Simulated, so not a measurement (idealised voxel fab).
process module | voxel transistor to metal
cross-section cut | 295 nm wide | cells 5 nm
A cross-section is a grid of square cells, given in bands from the top down. A band is one or more rows of cells.
Each band's line starts with the height of the band's top and of its bottom, in nm. Then come its materials from left to right, each with its width in nm. One material with "throughout" fills the band from edge to edge. "air" is empty space.
Height 0 is the level under which the wafer as received is all one material. The lowest band goes on downwards, as in "0 down".
A width such as "30 to 40" changes by the same amount from each row of cells to the next, from the band's top row to its bottom row.
"no change" after a step means that no cell of the cross-section changed.
closed voids: empty space of 8 cells or more with no open way to the top, each as width x height at its distance from the left edge, in nm
after a step's settings: what the simulator itself notes on the step
overlay nm, on a step with a mask: how far to the right of its planned place the mask lay; to the left if negative
plan
1 op RECEIVE | material Si
2 op OXIDIZE | depth nm 5
3 op CONFORMAL_DEP | material SiN | thk nm 15
4 op DIRECTIONAL_DEP | material aC | thk nm 10
5 op PATTERN | tone cover | mask id ACTIVE | material resist | width nm 95 | pitch nm 125 | thk nm 30 | overlay nm 0
6 op DIRECTIONAL_ETCH | etch materials aC | depth nm 10
7 op STRIP | etch materials resist
8 op DIRECTIONAL_ETCH | etch materials SiN | depth nm 15
9 op DIRECTIONAL_ETCH | etch materials SiO2 | depth nm 5
10 op DIRECTIONAL_ETCH | etch materials Si | depth nm 35
11 op STRIP | etch materials aC
12 op OXIDIZE | depth nm 5
13 op FILL_DEP | material SiO2 | thk nm 15
14 op CMP | height nm 15
15 op SELECTIVE_ETCH | etch materials SiO2 | depth nm 5
16 op STRIP | etch materials SiN
17 op SELECTIVE_ETCH | etch materials SiO2 | depth nm 5
18 op OXIDIZE | depth nm 5
19 op DIRECTIONAL_DEP | material polySi | thk nm 30
20 op DIRECTIONAL_DEP | material SiCN | thk nm 15
21 op MASKED_ETCH | tone cover | mask id GATE | width nm 25 | pitch nm 125 | etch materials SiCN | depth nm 25 | overlay nm 0
22 op MASKED_ETCH | tone cover | mask id GATE | width nm 25 | pitch nm 125 | etch materials polySi | depth nm 40 | overlay nm 0
23 op CONFORMAL_DEP | material SiN | thk nm 5
24 op DIRECTIONAL_ETCH | etch materials SiN | depth nm 5
25 op DIRECTIONAL_ETCH | etch materials SiO2 | depth nm 5
26 op EPI | material nSi | thk nm 5
27 op FILL_DEP | material SiO2 | thk nm 5
28 op CMP | height nm 40
29 op DIRECTIONAL_DEP | material SiO2 | thk nm 10
30 op DIRECTIONAL_DEP | material aC | thk nm 10
31 op PATTERN | tone open | mask id CONTACT | material resist | width nm 25 | thk nm 30 | overlay nm 0
32 op DIRECTIONAL_ETCH | etch materials aC | depth nm 10
33 op STRIP | etch materials resist
34 op DIRECTIONAL_ETCH | etch materials SiO2 | depth nm 55
35 op STRIP | etch materials aC
36 op CONFORMAL_DEP | material TiN | thk nm 5
37 op FILL_DEP | material Ru | thk nm 10
38 op CMP | height nm 50
39 op DIRECTIONAL_DEP | material TiN | thk nm 5
40 op DIRECTIONAL_DEP | material W | thk nm 15
41 op DIRECTIONAL_DEP | material aC | thk nm 15
42 op PATTERN | tone cover | mask id METAL_1 | material resist | width nm 15 | thk nm 35 | overlay nm 0
43 op DIRECTIONAL_ETCH | etch materials aC | depth nm 15
44 op STRIP | etch materials resist
45 op DIRECTIONAL_ETCH | etch materials W | depth nm 15
46 op DIRECTIONAL_ETCH | etch materials TiN | depth nm 5
47 op STRIP | etch materials aC
48 op FILL_DEP | material SiO2 | thk nm 5
49 op CMP | height nm 70
50 op CONFORMAL_DEP | material SiN | thk nm 5
as received, after step 1
  0 down: Si throughout
  closed voids: none
a wafer at the end: this start, this plan, one mistake
  75 to 70: SiN throughout
  70 to 55: SiO2 40 | W 15 | SiO2 55 | W 15 | SiO2 40 | W 15 | SiO2 55 | W 15 | SiO2 45
  55 to 50: SiO2 40 | TiN 15 | SiO2 55 | TiN 15 | SiO2 40 | TiN 15 | SiO2 55 | TiN 15 | SiO2 45
  50 to 40: SiO2 40 | TiN 5 | Ru 15 | TiN 5 | SiO2 35 | TiN 5 | Ru 15 | TiN 5 | SiO2 40 | TiN 5 | Ru 15 | TiN 5 | SiO2 35 | TiN 5 | Ru 15 | TiN 5 | SiO2 45
  40 to 25: SiO2 40 | TiN 5 | Ru 15 | TiN 5 | SiN 5 | SiCN 25 | SiN 5 | TiN 5 | Ru 15 | TiN 5 | SiO2 40 | TiN 5 | Ru 15 | TiN 5 | SiN 5 | SiCN 25 | SiN 5 | TiN 5 | Ru 15 | TiN 5 | SiO2 45
  25 to 5: SiO2 40 | TiN 5 | Ru 15 | TiN 5 | SiN 5 | polySi 25 | SiN 5 | TiN 5 | Ru 15 | TiN 5 | SiO2 40 | TiN 5 | Ru 15 | TiN 5 | SiN 5 | polySi 25 | SiN 5 | TiN 5 | Ru 15 | TiN 5 | SiO2 45
  5 to 0: SiO2 30 | SiN 5 | SiO2 5 | TiN 5 | Ru 15 | TiN 5 | SiN 5 | polySi 25 | SiN 5 | TiN 5 | Ru 15 | TiN 5 | SiO2 5 | SiN 5 | SiO2 20 | SiN 5 | SiO2 5 | TiN 5 | Ru 15 | TiN 5 | SiN 5 | polySi 25 | SiN 5 | TiN 5 | Ru 15 | TiN 5 | SiO2 5 | SiN 5 | SiO2 35
  0 to -5: SiO2 30 | SiN 5 | SiO2 5 | TiN 25 | SiN 5 | polySi 25 | SiN 5 | TiN 25 | SiO2 5 | SiN 5 | SiO2 20 | SiN 5 | SiO2 5 | TiN 25 | SiN 5 | polySi 25 | SiN 5 | TiN 25 | SiO2 5 | SiN 5 | SiO2 35
  -5 to -10: SiO2 35 | nSi 30 | SiO2 35 | nSi 30 | SiO2 30 | nSi 30 | SiO2 35 | nSi 30 | SiO2 40
  -10 to -40: SiO2 40 | Si 85 | SiO2 40 | Si 85 | SiO2 45
  -40 down: Si throughout
  closed voids: none
what went wrong: step 10 ran as: op DIRECTIONAL_ETCH | etch materials Si | depth nm 30
